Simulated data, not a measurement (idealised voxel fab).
Process module, titled voxel spacer lines
215 nm wide, 5 nm square cells: that's cross-section cut.
In what follows, cross-sections appear as grids of square cells, described through bands that run from the top down, where every band is one or more rows of cells.
Quick guide to a band line: top height, bottom height (nm) up front; then every material left to right with its width in nm. Only one material and it's marked "everywhere"? Then it fills the band edge to edge. And "empty" just means empty space.
Heights are reckoned from 0. Under this level, the received wafer is all of one material. The bottommost band is open-ended downward, for example "0 nm and below".
A width such as "30->40" changes by the same amount from each row of cells to the next, from the band's top row to its bottom row.
The cross-section has no changed cell in any step marked "nothing changed".
"Voids lacking openings" enumerates empty spaces isolated from the top, with no open way to it, that contain at least 8 cells, giving each as width x height at distance from the left edge, all three in nm.
What comes after the settings on a step's line is commentary from the simulator itself on that step.
"overlay nm" denotes, for a step that has a mask, the displacement of the mask to the right of its planned place, with negative values corresponding to the left.

Process steps - plan
1. RECEIVE: material Si
2. CONFORMAL_DEP: material Al2O3, thk nm 10
3. DIRECTIONAL_DEP: material SiN, thk nm 15
4. DIRECTIONAL_DEP: material aC, thk nm 30
5. PATTERN: tone cover, mask id MANDREL, material resist, width nm 15, pitch nm 60, thk nm 40, overlay nm 0
6. DIRECTIONAL_ETCH: etch materials aC, depth nm 30
7. STRIP: etch materials resist
8. CONFORMAL_DEP: material SiO2, thk nm 15
9. DIRECTIONAL_ETCH: etch materials SiO2, depth nm 15
10. STRIP: etch materials aC
11. DIRECTIONAL_ETCH: etch materials SiN, depth nm 15
12. STRIP: etch materials SiO2

Incoming wafer, cross-sectional view, post step 1
- 0 nm and below | Si everywhere
- Voids lacking openings: none

Cross-sectional view of the first of the two wafers upon completion of the module, processed in accordance with the plan
- 25 nm to 10 nm | empty: 55 | SiN: 15 | empty: 15 | SiN: 15 | empty: 15 | SiN: 15 | empty: 15 | SiN: 15 | empty: 55
- 10 nm to 0 nm | Al2O3 everywhere
- 0 nm and below | Si everywhere
- Voids lacking openings: none

Second wafer at the end: like start, like plan, one mistake
- 25 nm to 10 nm | empty: 55 | SiN: 15 | empty: 20 | SiN: 15 | empty: 10 | SiN: 15 | empty: 20 | SiN: 15 | empty: 50
- 10 nm to 0 nm | Al2O3 everywhere
- 0 nm and below | Si everywhere
- Voids lacking openings: none
Which mistake was made when the wafer was run? step 5, actual vs plan mismatch, actual run PATTERN: tone cover, mask id MANDREL, material resist, width nm 20, pitch nm 60, thk nm 40, overlay nm 0
Same inventory, different map: at the end, the second wafer holds as many cells of each material as the first, placed elsewhere.
